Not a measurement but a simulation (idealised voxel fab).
Process module under the name voxel ribs on slabs
Section shown: cut. Width: 240 nm. Cell size: 5 nm, square.
Throughout this document, each cross-section is represented as a grid of square cells and is presented as a sequence of bands enumerated from the top downward, where a band comprises one or more rows of cells.
The entry gives the band's vertical extent as a top height and a bottom height in nm, then its horizontal make-up as materials from left to right, each with a width in nm. "air" stands for empty space; a single material marked "edge to edge" fills the band edge to edge.
Below 0: as-received wafer, all one material; heights counted from there. Lowest band: no bottom, goes on down, written "0 and below".
A width such as "30 to 40" changes by the same amount from each row of cells to the next, from the band's top row to its bottom row.
Given "remained the same" for a step, no cell of the cross-section differs between before and after that step.
Closed empty spaces (no open way to the top) of 8 cells or more are what "Listed closed voids" lists, each as width x height at distance from the left edge, nm for all three.
If you see something after the settings on a step's line, that's the simulator's own remark about that step.
Each step line may optionally specify "overlay nm", which for a step with a mask gives the rightward distance between the mask's planned place and where it lay, a negative value indicating the leftward direction.

# Set out below are the planned steps of the process
- 1: RECEIVE [material Si]
- 2: DIRECTIONAL_DEP [material SiO2] [thk nm 30]
- 3: DIRECTIONAL_DEP [material SiN] [thk nm 25]
- 4: DIRECTIONAL_DEP [material aC] [thk nm 10]
- 5: PATTERN [tone cover] [mask id RIB] [material resist] [width nm 15] [thk nm 25] [overlay nm 0]
- 6: DIRECTIONAL_ETCH [etch materials aC] [depth nm 10]
- 7: STRIP [etch materials resist]
- 8: DIRECTIONAL_ETCH [etch materials SiN] [depth nm 15]
- 9: STRIP [etch materials aC]
- 10: DIRECTIONAL_DEP [material aC] [thk nm 15]
- 11: PATTERN [tone cover] [mask id SLAB] [material resist] [width nm 45] [thk nm 35] [overlay nm 0]
- 12: DIRECTIONAL_ETCH [etch materials aC] [depth nm 15]
- 13: STRIP [etch materials resist]
- 14: DIRECTIONAL_ETCH [etch materials SiN] [depth nm 10]
- 15: STRIP [etch materials aC]
- 16: FILL_DEP [material SiO2] [thk nm 20]
- 17: CMP [height nm 65]
- 18: DIRECTIONAL_DEP [material W] [thk nm 10]
- 19: DIRECTIONAL_DEP [material aC] [thk nm 15]
- 20: PATTERN [tone cover] [mask id HEATER] [material resist] [width nm 25] [thk nm 30] [overlay nm 0]
- 21: DIRECTIONAL_ETCH [etch materials aC] [depth nm 15]
- 22: STRIP [etch materials resist]
- 23: DIRECTIONAL_ETCH [etch materials W] [depth nm 10]
- 24: STRIP [etch materials aC]
- 25: CONFORMAL_DEP [material SiN] [thk nm 5]

# Below: the first of two wafers, run as planned

# as received, after step 1
- 0 and below: Si edge to edge
- Listed closed voids: none

# Cross-section of the wafer after step 2
- 30 down to 0: SiO2 edge to edge
- Note: structure below 0 unchanged.

# Cross-section of the wafer after step 3
- 55 down to 30: SiN edge to edge
- Note: structure below 30 unchanged.

# Cross-section of the wafer after step 4
- 65 down to 55: aC edge to edge
- Note: structure below 55 unchanged.

# Cross-section of the wafer after step 5
- 90 down to 65: 110 of air | 15 of resist | 115 of air
- Note: structure below 65 unchanged.

# Cross-section of the wafer after step 6
- 80 down to 65: 110 of air | 15 of resist | 115 of air
- 65 down to 55: 110 of air | 15 of aC | 115 of air
- Note: structure below 55 unchanged.

# Cross-section of the wafer after step 7
- 65 down to 55: 110 of air | 15 of aC | 115 of air
- Note: structure below 55 unchanged.

# Cross-section of the wafer after step 8
- 65 down to 55: 110 of air | 15 of aC | 115 of air
- 55 down to 40: 110 of air | 15 of SiN | 115 of air
- Note: structure below 40 unchanged.

# Cross-section of the wafer after step 9
- 55 down to 40: 110 of air | 15 of SiN | 115 of air
- Note: structure below 40 unchanged.

# Cross-section of the wafer after step 10
- 70 down to 55: 110 of air | 15 of aC | 115 of air
- 55 down to 40: 110 of aC | 15 of SiN | 115 of aC
- Note: structure below 40 unchanged.

# Cross-section of the wafer after step 11
- 105 down to 70: 95 of air | 45 of resist | 100 of air
- 70 down to 55: 95 of air | 15 of resist | 15 of aC | 15 of resist | 100 of air
- Note: structure below 55 unchanged.

# Cross-section of the wafer after step 12
- 90 down to 70: 95 of air | 45 of resist | 100 of air
- 70 down to 55: 95 of air | 15 of resist | 15 of aC | 15 of resist | 100 of air
- 55 down to 40: 95 of air | 15 of aC | 15 of SiN | 15 of aC | 100 of air
- Note: structure below 40 unchanged.

# Cross-section of the wafer after step 13
- 70 down to 55: 110 of air | 15 of aC | 115 of air
- Note: structure below 55 unchanged.

# Cross-section of the wafer after step 14
- 70 down to 55: 110 of air | 15 of aC | 115 of air
- 55 down to 40: 95 of air | 15 of aC | 15 of SiN | 15 of aC | 100 of air
- 40 down to 30: 95 of air | 45 of SiN | 100 of air
- Note: structure below 30 unchanged.

# Cross-section of the wafer after step 15
- 55 down to 40: 110 of air | 15 of SiN | 115 of air
- Note: structure below 40 unchanged.

# Cross-section of the wafer after step 16
- 75 down to 55: SiO2 edge to edge
- 55 down to 40: 110 of SiO2 | 15 of SiN | 115 of SiO2
- 40 down to 30: 95 of SiO2 | 45 of SiN | 100 of SiO2
- Note: structure below 30 unchanged.

# Cross-section of the wafer after step 17
- 65 down to 55: SiO2 edge to edge
- Note: structure below 55 unchanged.

# Cross-section of the wafer after step 18
- 75 down to 65: W edge to edge
- Note: structure below 65 unchanged.

# Cross-section of the wafer after step 19
- 90 down to 75: aC edge to edge
- Note: structure below 75 unchanged.

# Cross-section of the wafer after step 20
- 120 down to 90: 105 of air | 25 of resist | 110 of air
- Note: structure below 90 unchanged.

# Cross-section of the wafer after step 21
- 105 down to 90: 105 of air | 25 of resist | 110 of air
- 90 down to 75: 105 of air | 25 of aC | 110 of air
- Note: structure below 75 unchanged.

# Cross-section of the wafer after step 22
- 90 down to 75: 105 of air | 25 of aC | 110 of air
- Note: structure below 75 unchanged.

# Cross-section of the wafer after step 23
- 90 down to 75: 105 of air | 25 of aC | 110 of air
- 75 down to 65: 105 of air | 25 of W | 110 of air
- Note: structure below 65 unchanged.

# Cross-section of the wafer after step 24
- 75 down to 65: 105 of air | 25 of W | 110 of air
- Note: structure below 65 unchanged.

# Cross-section of the wafer after step 25
- 80 down to 75: 100 of air | 35 of SiN | 105 of air
- 75 down to 70: 100 of air | 5 of SiN | 25 of W | 5 of SiN | 105 of air
- 70 down to 65: 105 of SiN | 25 of W | 110 of SiN
- Note: structure below 65 unchanged.

# Wafer two of two - same starting point, same process plan, one mistake in execution; matches wafer one up to and including step 17

# X-section, second wafer, when step 18 was due to finish
- 70 down to 65: W edge to edge
- Note: structure below 65 unchanged.

# X-section, second wafer, when step 19 was due to finish
- 85 down to 70: aC edge to edge
- Note: structure below 70 unchanged.

# X-section, second wafer, when step 20 was due to finish
- 115 down to 85: 105 of air | 25 of resist | 110 of air
- Note: structure below 85 unchanged.

# X-section, second wafer, when step 21 was due to finish
- 100 down to 85: 105 of air | 25 of resist | 110 of air
- 85 down to 70: 105 of air | 25 of aC | 110 of air
- Note: structure below 70 unchanged.

# X-section, second wafer, when step 22 was due to finish
- 85 down to 70: 105 of air | 25 of aC | 110 of air
- Note: structure below 70 unchanged.

# X-section, second wafer, when step 23 was due to finish
- 85 down to 70: 105 of air | 25 of aC | 110 of air
- 70 down to 65: 105 of air | 25 of W | 110 of air
- Note: structure below 65 unchanged.

# X-section, second wafer, when step 24 was due to finish
- 70 down to 65: 105 of air | 25 of W | 110 of air
- Note: structure below 65 unchanged.

# X-section, second wafer, when step 25 was due to finish
- 75 down to 70: 100 of air | 35 of SiN | 105 of air
- 70 down to 65: 105 of SiN | 25 of W | 110 of SiN
- Note: structure below 65 unchanged.
Short version of what went wrong: in deviation from the planned setting, step 18 was conducted as DIRECTIONAL_DEP [material W] [thk nm 5]
Final cells, second wafer relative to first, materials higher or lower: -2 SiN | -5 W
